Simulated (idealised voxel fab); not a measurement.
Process module in this document: voxel lift off
This is section cut - it's 300 nm across, gridded in 5 nm square cells.
Throughout this document, each cross-section is represented as a grid of square cells and is presented as a sequence of bands enumerated from the top downward, where a band comprises one or more rows of cells.
The band entry comprises the height of the band's top followed by the height of its bottom, expressed in nm, and subsequently the band's materials from left to right, each stated together with its width in nm. Where a single material is marked with the word "throughout", that material fills the band from edge to edge. The word "blank" represents empty space.
Heads up on the height convention: 0 is the point under which the incoming wafer is all one material, and the lowest band has no bottom, it just keeps going down, like "from 0 down".
A width given as "30->40" starts at the first number in the band's top row and ends at the second number in its bottom row, shifting by an equal amount at every step from row to row.
Where the words "nothing different" appear for a step, the cross-section shows no cell changed by that step; every cell remained as before.
"Enclosed internal voids" means: voids of 8 cells or more that are shut off from the top with no open way through. Written width x height at distance, distance from the left edge, in nm.
Where a step's line continues beyond its settings, the continuation is a remark by the simulator itself on that step.
You can add "overlay nm" to a step's line. For a step with a mask, it describes how far the mask lay to the right of its planned position, and a negative number describes a lay to the left.

The planned process steps are enumerated hereunder:
1 RECEIVE (material Si)
2 CONFORMAL_DEP (material SiN; thk nm 10)
3 PATTERN (tone open; mask id LINES; material resist; width nm 30; pitch nm 60; thk nm 15; overlay nm 0)
4 DIRECTIONAL_DEP (material Ru; thk nm 5)
5 STRIP (etch materials resist)
6 CONFORMAL_DEP (material SiN; thk nm 5)

As-received state of the wafer in cross-section, equivalent to post-step 1:
> from 0 down: Si throughout
> Enclosed internal voids: none

Cross-sectional image of the first of two wafers at the end of the module, the run having proceeded as planned:
> from 20 to 15: 40 blank  40 SiN  20 blank  40 SiN  20 blank  40 SiN  20 blank  40 SiN  40 blank
> from 15 to 10: 45 SiN  30 Ru  30 SiN  30 Ru  30 SiN  30 Ru  30 SiN  30 Ru  45 SiN
> from 10 to 0: SiN throughout
> from 0 down: Si throughout
> Enclosed internal voids: none

This cross-section belongs to the second wafer of two at the end of the module; the start and the plan were shared with the first, and the run included one mistake:
> from 20 to 15: 50 SiN  20 blank  40 SiN  20 blank  40 SiN  20 blank  40 SiN  20 blank  50 SiN
> from 15 to 10: 45 Ru  30 SiN  30 Ru  30 SiN  30 Ru  30 SiN  30 Ru  30 SiN  45 Ru
> from 10 to 0: SiN throughout
> from 0 down: Si throughout
> Enclosed internal voids: none
What was done differently from what was planned? in deviation from the planned setting, step 3 was conducted as PATTERN (tone cover; mask id LINES; material resist; width nm 30; pitch nm 60; thk nm 15; overlay nm 0)
at the end the second wafer has, in cells: Ru: 12 more
